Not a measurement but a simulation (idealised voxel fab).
Presented below is a process module, voxel gate over fins.
This is section cut - it's 195 nm across, gridded in 5 nm square cells.
Cross-section, as written here: a square-cell grid given band by band from the top down, where a band holds one or more rows of cells. Read a band's entry like this: the first values are the height of its top and the height of its bottom in nm, and what follows is the sequence of materials from left to right, each with its width in nm. Note that "air" is empty space, and that a single material marked "full width" reaches across the band from edge to edge. Height 0 is the level under which the wafer as received is all one material. The lowest band goes on downwards, as in "0 -> down". So if you see something like "30->40" for the width, read it as the top row of the band sitting at the first number and the bottom row at the second, with every row in between moving by the same amount as the last. "nothing got changed", as given for a step, is the statement that not any cell of the cross-section underwent a change during that step. "Closed void table" - sealed voids, min. 8 cells, no opening to top; format: width x height at distance (distance from left edge; nm throughout). That trailing text on a step's line, after the settings, is the simulator's own remark on the step. overlay nm: mask offset rightward from planned place, masked step; negative means leftward offset.

Listed below are the process steps as planned:
- 1: RECEIVE, material Si
- 2: CONFORMAL_DEP, material SiN, thk nm 5
- 3: PATTERN, tone cover, mask id FINS, material resist, width nm 15, pitch nm 40, thk nm 15, overlay nm 0
- 4: DIRECTIONAL_ETCH, etch materials SiN, depth nm 5
- 5: DIRECTIONAL_ETCH, etch materials Si, depth nm 40
- 6: STRIP, etch materials resist
- 7: FILL_DEP, material SiO2, thk nm 10
- 8: CMP, height nm 5
- 9: SELECTIVE_ETCH, etch materials SiO2, depth nm 20
- 10: STRIP, etch materials SiN
- 11: CONFORMAL_DEP, material HfO2, thk nm 5
- 12: CONFORMAL_DEP, material TiN, thk nm 5
- 13: CONFORMAL_DEP, material TiAl, thk nm 5
- 14: CONFORMAL_DEP, material TiN, thk nm 5
- 15: FILL_DEP, material W, thk nm 15
- 16: CMP, height nm 30
- 17: CONFORMAL_DEP, material SiN, thk nm 5

First of the two wafers, run per plan:

The cross-section here shows the wafer as received, i.e. in its state after step 1:
  0 -> down | Si full width
  Closed void table: none

Step 2 complete: cross-section through the wafer:
  5 -> 0 | SiN full width
  For the remainder of the cross-section, below 0, there is no change.

Step 3 complete: cross-section through the wafer:
  20 -> 5 | air 50 nm, then resist 15 nm, then air 25 nm, then resist 15 nm, then air 25 nm, then resist 15 nm, then air 50 nm
  For the remainder of the cross-section, below 5, there is no change.

Step 4 complete: cross-section through the wafer:
  20 -> 5 | air 50 nm, then resist 15 nm, then air 25 nm, then resist 15 nm, then air 25 nm, then resist 15 nm, then air 50 nm
  5 -> 0 | air 50 nm, then SiN 15 nm, then air 25 nm, then SiN 15 nm, then air 25 nm, then SiN 15 nm, then air 50 nm
  For the remainder of the cross-section, below 0, there is no change.

Step 5 complete: cross-section through the wafer:
  20 -> 5 | air 50 nm, then resist 15 nm, then air 25 nm, then resist 15 nm, then air 25 nm, then resist 15 nm, then air 50 nm
  5 -> 0 | air 50 nm, then SiN 15 nm, then air 25 nm, then SiN 15 nm, then air 25 nm, then SiN 15 nm, then air 50 nm
  0 -> -40 | air 50 nm, then Si 15 nm, then air 25 nm, then Si 15 nm, then air 25 nm, then Si 15 nm, then air 50 nm
  For the remainder of the cross-section, below -40, there is no change.

Step 6 complete: cross-section through the wafer:
  5 -> 0 | air 50 nm, then SiN 15 nm, then air 25 nm, then SiN 15 nm, then air 25 nm, then SiN 15 nm, then air 50 nm
  For the remainder of the cross-section, below 0, there is no change.

Step 7 complete: cross-section through the wafer:
  15 -> 5 | SiO2 full width
  5 -> 0 | SiO2 50 nm, then SiN 15 nm, then SiO2 25 nm, then SiN 15 nm, then SiO2 25 nm, then SiN 15 nm, then SiO2 50 nm
  0 -> -40 | SiO2 50 nm, then Si 15 nm, then SiO2 25 nm, then Si 15 nm, then SiO2 25 nm, then Si 15 nm, then SiO2 50 nm
  For the remainder of the cross-section, below -40, there is no change.

Step 8 complete: cross-section through the wafer:
  5 -> 0 | SiO2 50 nm, then SiN 15 nm, then SiO2 25 nm, then SiN 15 nm, then SiO2 25 nm, then SiN 15 nm, then SiO2 50 nm
  For the remainder of the cross-section, below 0, there is no change.

Step 9 complete: cross-section through the wafer:
  5 -> 0 | air 50 nm, then SiN 15 nm, then air 25 nm, then SiN 15 nm, then air 25 nm, then SiN 15 nm, then air 50 nm
  0 -> -15 | air 50 nm, then Si 15 nm, then air 25 nm, then Si 15 nm, then air 25 nm, then Si 15 nm, then air 50 nm
  For the remainder of the cross-section, below -15, there is no change.

Step 10 complete: cross-section through the wafer:
  0 -> -15 | air 50 nm, then Si 15 nm, then air 25 nm, then Si 15 nm, then air 25 nm, then Si 15 nm, then air 50 nm
  For the remainder of the cross-section, below -15, there is no change.

Step 11 complete: cross-section through the wafer:
  5 -> 0 | air 45 nm, then HfO2 25 nm, then air 15 nm, then HfO2 25 nm, then air 15 nm, then HfO2 25 nm, then air 45 nm
  0 -> -10 | air 45 nm, then HfO2 5 nm, then Si 15 nm, then HfO2 5 nm, then air 15 nm, then HfO2 5 nm, then Si 15 nm, then HfO2 5 nm, then air 15 nm, then HfO2 5 nm, then Si 15 nm, then HfO2 5 nm, then air 45 nm
  -10 -> -15 | HfO2 50 nm, then Si 15 nm, then HfO2 25 nm, then Si 15 nm, then HfO2 25 nm, then Si 15 nm, then HfO2 50 nm
  For the remainder of the cross-section, below -15, there is no change.

Step 12 complete: cross-section through the wafer:
  10 -> 5 | air 40 nm, then TiN 35 nm, then air 5 nm, then TiN 35 nm, then air 5 nm, then TiN 35 nm, then air 40 nm
  5 -> 0 | air 40 nm, then TiN 5 nm, then HfO2 25 nm, then TiN 5 nm, then air 5 nm, then TiN 5 nm, then HfO2 25 nm, then TiN 5 nm, then air 5 nm, then TiN 5 nm, then HfO2 25 nm, then TiN 5 nm, then air 40 nm
  0 -> -5 | air 40 nm, then TiN 5 nm, then HfO2 5 nm, then Si 15 nm, then HfO2 5 nm, then TiN 5 nm, then air 5 nm, then TiN 5 nm, then HfO2 5 nm, then Si 15 nm, then HfO2 5 nm, then TiN 5 nm, then air 5 nm, then TiN 5 nm, then HfO2 5 nm, then Si 15 nm, then HfO2 5 nm, then TiN 5 nm, then air 40 nm
  -5 -> -10 | TiN 45 nm, then HfO2 5 nm, then Si 15 nm, then HfO2 5 nm, then TiN 15 nm, then HfO2 5 nm, then Si 15 nm, then HfO2 5 nm, then TiN 15 nm, then HfO2 5 nm, then Si 15 nm, then HfO2 5 nm, then TiN 45 nm
  For the remainder of the cross-section, below -10, there is no change.

Step 13 complete: cross-section through the wafer:
  15 -> 10 | air 35 nm, then TiAl 125 nm, then air 35 nm
  10 -> 5 | air 35 nm, then TiAl 5 nm, then TiN 35 nm, then TiAl 5 nm, then TiN 35 nm, then TiAl 5 nm, then TiN 35 nm, then TiAl 5 nm, then air 35 nm
  5 -> 0 | air 35 nm, then TiAl 5 nm, then TiN 5 nm, then HfO2 25 nm, then TiN 5 nm, then TiAl 5 nm, then TiN 5 nm, then HfO2 25 nm, then TiN 5 nm, then TiAl 5 nm, then TiN 5 nm, then HfO2 25 nm, then TiN 5 nm, then TiAl 5 nm, then air 35 nm
  0 -> -5 | TiAl 40 nm, then TiN 5 nm, then HfO2 5 nm, then Si 15 nm, then HfO2 5 nm, then TiN 5 nm, then TiAl 5 nm, then TiN 5 nm, then HfO2 5 nm, then Si 15 nm, then HfO2 5 nm, then TiN 5 nm, then TiAl 5 nm, then TiN 5 nm, then HfO2 5 nm, then Si 15 nm, then HfO2 5 nm, then TiN 5 nm, then TiAl 40 nm
  For the remainder of the cross-section, below -5, there is no change.

Step 14 complete: cross-section through the wafer:
  20 -> 15 | air 30 nm, then TiN 135 nm, then air 30 nm
  15 -> 10 | air 30 nm, then TiN 5 nm, then TiAl 125 nm, then TiN 5 nm, then air 30 nm
  10 -> 5 | air 30 nm, then TiN 5 nm, then TiAl 5 nm, then TiN 35 nm, then TiAl 5 nm, then TiN 35 nm, then TiAl 5 nm, then TiN 35 nm, then TiAl 5 nm, then TiN 5 nm, then air 30 nm
  5 -> 0 | TiN 35 nm, then TiAl 5 nm, then TiN 5 nm, then HfO2 25 nm, then TiN 5 nm, then TiAl 5 nm, then TiN 5 nm, then HfO2 25 nm, then TiN 5 nm, then TiAl 5 nm, then TiN 5 nm, then HfO2 25 nm, then TiN 5 nm, then TiAl 5 nm, then TiN 35 nm
  For the remainder of the cross-section, below 0, there is no change.

Step 15 complete: cross-section through the wafer:
  35 -> 20 | W full width
  20 -> 15 | W 30 nm, then TiN 135 nm, then W 30 nm
  15 -> 10 | W 30 nm, then TiN 5 nm, then TiAl 125 nm, then TiN 5 nm, then W 30 nm
  10 -> 5 | W 30 nm, then TiN 5 nm, then TiAl 5 nm, then TiN 35 nm, then TiAl 5 nm, then TiN 35 nm, then TiAl 5 nm, then TiN 35 nm, then TiAl 5 nm, then TiN 5 nm, then W 30 nm
  For the remainder of the cross-section, below 5, there is no change.

Step 16 complete: cross-section through the wafer:
  30 -> 20 | W full width
  For the remainder of the cross-section, below 20, there is no change.

Step 17 complete: cross-section through the wafer:
  35 -> 30 | SiN full width
  For the remainder of the cross-section, below 30, there is no change.

The remaining wafer, second of the two, started like the first and was run to the same plan, except that one mistake was made along the way; the two coincide through step 10, inclusive:

Second wafer shown in cross-section at the time step 11 was slated to end:
  15 -> 0 | air 35 nm, then HfO2 125 nm, then air 35 nm
  0 -> -15 | HfO2 50 nm, then Si 15 nm, then HfO2 25 nm, then Si 15 nm, then HfO2 25 nm, then Si 15 nm, then HfO2 50 nm
  For the remainder of the cross-section, below -15, there is no change.

Second wafer shown in cross-section at the time step 12 was slated to end:
  20 -> 15 | air 30 nm, then TiN 135 nm, then air 30 nm
  15 -> 5 | air 30 nm, then TiN 5 nm, then HfO2 125 nm, then TiN 5 nm, then air 30 nm
  5 -> 0 | TiN 35 nm, then HfO2 125 nm, then TiN 35 nm
  For the remainder of the cross-section, below 0, there is no change.

Second wafer shown in cross-section at the time step 13 was slated to end:
  25 -> 20 | air 25 nm, then TiAl 145 nm, then air 25 nm
  20 -> 15 | air 25 nm, then TiAl 5 nm, then TiN 135 nm, then TiAl 5 nm, then air 25 nm
  15 -> 10 | air 25 nm, then TiAl 5 nm, then TiN 5 nm, then HfO2 125 nm, then TiN 5 nm, then TiAl 5 nm, then air 25 nm
  10 -> 5 | TiAl 30 nm, then TiN 5 nm, then HfO2 125 nm, then TiN 5 nm, then TiAl 30 nm
  For the remainder of the cross-section, below 5, there is no change.

Second wafer shown in cross-section at the time step 14 was slated to end:
  30 -> 25 | air 20 nm, then TiN 155 nm, then air 20 nm
  25 -> 20 | air 20 nm, then TiN 5 nm, then TiAl 145 nm, then TiN 5 nm, then air 20 nm
  20 -> 15 | air 20 nm, then TiN 5 nm, then TiAl 5 nm, then TiN 135 nm, then TiAl 5 nm, then TiN 5 nm, then air 20 nm
  15 -> 10 | TiN 25 nm, then TiAl 5 nm, then TiN 5 nm, then HfO2 125 nm, then TiN 5 nm, then TiAl 5 nm, then TiN 25 nm
  For the remainder of the cross-section, below 10, there is no change.

Second wafer shown in cross-section at the time step 15 was slated to end:
  45 -> 30 | W full width
  30 -> 25 | W 20 nm, then TiN 155 nm, then W 20 nm
  25 -> 20 | W 20 nm, then TiN 5 nm, then TiAl 145 nm, then TiN 5 nm, then W 20 nm
  20 -> 15 | W 20 nm, then TiN 5 nm, then TiAl 5 nm, then TiN 135 nm, then TiAl 5 nm, then TiN 5 nm, then W 20 nm
  For the remainder of the cross-section, below 15, there is no change.

Second wafer shown in cross-section at the time step 16 was slated to end:
  30 -> 25 | W 20 nm, then TiN 155 nm, then W 20 nm
  For the remainder of the cross-section, below 25, there is no change.

Second wafer shown in cross-section at the time step 17 was slated to end:
  35 -> 30 | SiN full width
  For the remainder of the cross-section, below 30, there is no change.
Diagnosis: step 11 did not use the planned setting and instead ran as CONFORMAL_DEP, material HfO2, thk nm 15
The second wafer ends with more or fewer cells of some materials than the first, per final count: HfO2 +108; TiAl -6; TiN -12; W -90
